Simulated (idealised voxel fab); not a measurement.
Documented hereafter: the process module known as voxel ribs on slabs.
Cross-section cut: width 175 nm, square cells of 5 nm.
A cross-section is a grid of square cells, given in bands from the top down. A band is one or more rows of cells. In this notation a band is specified by the heights of its top and bottom, in that order and in nm, after which its materials appear from left to right, each paired with its width in nm. The word "edge to edge" attached to a single material means that material fills the band from edge to edge; the word "empty" stands for empty space. Height 0 is the level under which the wafer as received is all one material. The lowest band goes on downwards, as in "z 0 and below". The notation "30..40" denotes a width that varies across the rows of cells in the band, beginning at the first number in the top row, finishing at the second number in the bottom row, and changing by an identical amount from each row to the next. Step note "remains unaltered" = no cross-section cell changed. "Closed void register" means: voids of 8 cells or more that are shut off from the top with no open way through. Written width x height at distance, distance from the left edge, in nm. Note: text after step settings on the step line = simulator remark on that step. overlay nm, on a step with a mask: how far to the right of its planned place the mask lay; to the left if negative.

**Planned step list for the process**
| 1 | RECEIVE | material Si |
| 2 | DIRECTIONAL_DEP | material SiO2 | thk nm 20 |
| 3 | DIRECTIONAL_DEP | material SiN | thk nm 15 |
| 4 | MASKED_ETCH | tone cover | mask id RIB | width nm 25 | etch materials SiN | depth nm 5 | overlay nm 0 |
| 5 | MASKED_ETCH | tone cover | mask id SLAB | width nm 55 | etch materials SiN | depth nm 10 | overlay nm 0 |
| 6 | FILL_DEP | material SiO2 | thk nm 15 |
| 7 | CMP | height nm 45 |
| 8 | DIRECTIONAL_DEP | material W | thk nm 10 |
| 9 | PATTERN | tone cover | mask id HEATER | material resist | width nm 35 | thk nm 15 | overlay nm 0 |
| 10 | DIRECTIONAL_ETCH | etch materials W | depth nm 10 |
| 11 | STRIP | etch materials resist |
| 12 | CONFORMAL_DEP | material SiN | thk nm 10 |

**Cross-section of the wafer at receipt, which is the condition after step 1**
> z 0 and below  Si edge to edge
> Closed void register: none

**The first of the two wafers as seen in cross-section once the module was finished; processing followed the plan**
> z 65 to 55  empty 60, SiN 55, empty 60
> z 55 to 45  SiN 70, W 35, SiN 70
> z 45 to 35  SiO2 edge to edge
> z 35 to 30  SiO2 75, SiN 25, SiO2 75
> z 30 to 20  SiO2 60, SiN 55, SiO2 60
> z 20 to 0  SiO2 edge to edge
> z 0 and below  Si edge to edge
> Closed void register: none

**Cross-sectional view of the second of two wafers upon completion of the module. This wafer shared its starting condition and process plan with the first; one error was made during its execution**
> z 65 to 55  empty 60, SiN 55, empty 60
> z 55 to 45  SiN 70, W 35, SiN 70
> z 45 to 15  SiO2 edge to edge
> z 15 to 0  SiN edge to edge
> z 0 and below  Si edge to edge
> Closed void register: none
Want to know what went wrong? it was found that steps 2 and 3 of the process plan had been performed in exchanged positions
Upon completion, the second wafer contains, in terms of cells, a greater or smaller amount of certain materials than the first wafer: +78 SiN; -78 SiO2
